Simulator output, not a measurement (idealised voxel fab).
process module | voxel self aligned vias
cross-section cut | 285 nm wide | cells 5 nm
A cross-section is a grid of square cells, given in bands from the top down. A band is one or more rows of cells.
Each band's line starts with the height of the band's top and of its bottom, in nm. Then come its materials from left to right, each with its width in nm. One material with "throughout" fills the band from edge to edge. "air" is empty space.
Height 0 is the level under which the wafer as received is all one material. The lowest band goes on downwards, as in "0 down".
A width such as "30 to 40" changes by the same amount from each row of cells to the next, from the band's top row to its bottom row.
"no change" after a step means that no cell of the cross-section changed.
closed voids: empty space of 8 cells or more with no open way to the top, each as width x height at its distance from the left edge, in nm
after a step's settings: what the simulator itself notes on the step
overlay nm, on a step with a mask: how far to the right of its planned place the mask lay; to the left if negative
plan
1 op RECEIVE | material Si
2 op CONFORMAL_DEP | material SiO2 | thk nm 10
3 op CONFORMAL_DEP | material SiCN | thk nm 5
4 op DIRECTIONAL_DEP | material SiO2 | thk nm 30
5 op PATTERN | tone open | mask id LINES | material resist | width nm 30 | pitch nm 60 | thk nm 15 | overlay nm 0
6 op DIRECTIONAL_ETCH | etch materials SiO2 | depth nm 30
7 op STRIP | etch materials resist
8 op CONFORMAL_DEP | material TiN | thk nm 5
9 op FILL_DEP | material W | thk nm 5
10 op CMP | height nm 45
11 op SELECTIVE_ETCH | etch materials W Ru TiN | depth nm 10
12 op FILL_DEP | material SiN | thk nm 5
13 op CMP | height nm 45
14 op DIRECTIONAL_DEP | material SiO2 | thk nm 15
15 op MASKED_ETCH | tone open | mask id VIAS | width nm 40 | pitch nm 60 | etch materials SiO2 | depth nm 15 | overlay nm 0
16 op MASKED_ETCH | tone open | mask id VIAS | width nm 40 | pitch nm 60 | etch materials SiN | depth nm 10 | overlay nm 0
17 op CONFORMAL_DEP | material TiN | thk nm 5
18 op FILL_DEP | material W | thk nm 10
19 op CMP | height nm 60
20 op CONFORMAL_DEP | material SiCN | thk nm 5
as received, after step 1
  0 down: Si throughout
  closed voids: none
first wafer at the end, as planned
  65 to 60: SiCN throughout
  60 to 50: SiO2 90 | TiN 5 | W 30 | TiN 5 | SiO2 20 | TiN 5 | W 30 | TiN 5 | SiO2 95
  50 to 40: SiO2 90 to 95 | TiN 10 to 5 | W 20 | TiN 10 to 5 | SiO2 20 to 30 | TiN 10 to 5 | W 20 | TiN 10 to 5 | SiO2 95 to 100
  40 to 35: SiO2 95 | TiN 30 | SiO2 30 | TiN 30 | SiO2 100
  35 to 20: SiO2 95 | TiN 5 | W 20 | TiN 5 | SiO2 30 | TiN 5 | W 20 | TiN 5 | SiO2 100
  20 to 15: SiO2 95 | TiN 30 | SiO2 30 | TiN 30 | SiO2 100
  15 to 10: SiCN throughout
  10 to 0: SiO2 throughout
  0 down: Si throughout
  closed voids: none
second wafer at the end: like start, like plan, one mistake
  65 to 60: SiCN throughout
  60 to 45: SiO2 90 | TiN 5 | W 30 | TiN 5 | SiO2 20 | TiN 5 | W 30 | TiN 5 | SiO2 95
  45 to 40: SiN 90 | TiN 10 | W 20 | TiN 10 | SiN 20 | TiN 10 | W 20 | TiN 10 | SiN 95
  40 to 35: SiO2 95 | TiN 30 | SiO2 30 | TiN 30 | SiO2 100
  35 to 15: SiO2 95 | TiN 5 | W 20 | TiN 5 | SiO2 30 | TiN 5 | W 20 | TiN 5 | SiO2 100
  15 to 10: SiO2 95 | TiN 30 | SiO2 30 | TiN 30 | SiO2 100
  10 to 0: SiO2 throughout
  0 down: Si throughout
  closed voids: none
what went wrong: step 3 was left out
at the end the second wafer has, in cells: 57 fewer of SiCN | 41 more of SiN | 4 more of TiN | 12 more of W
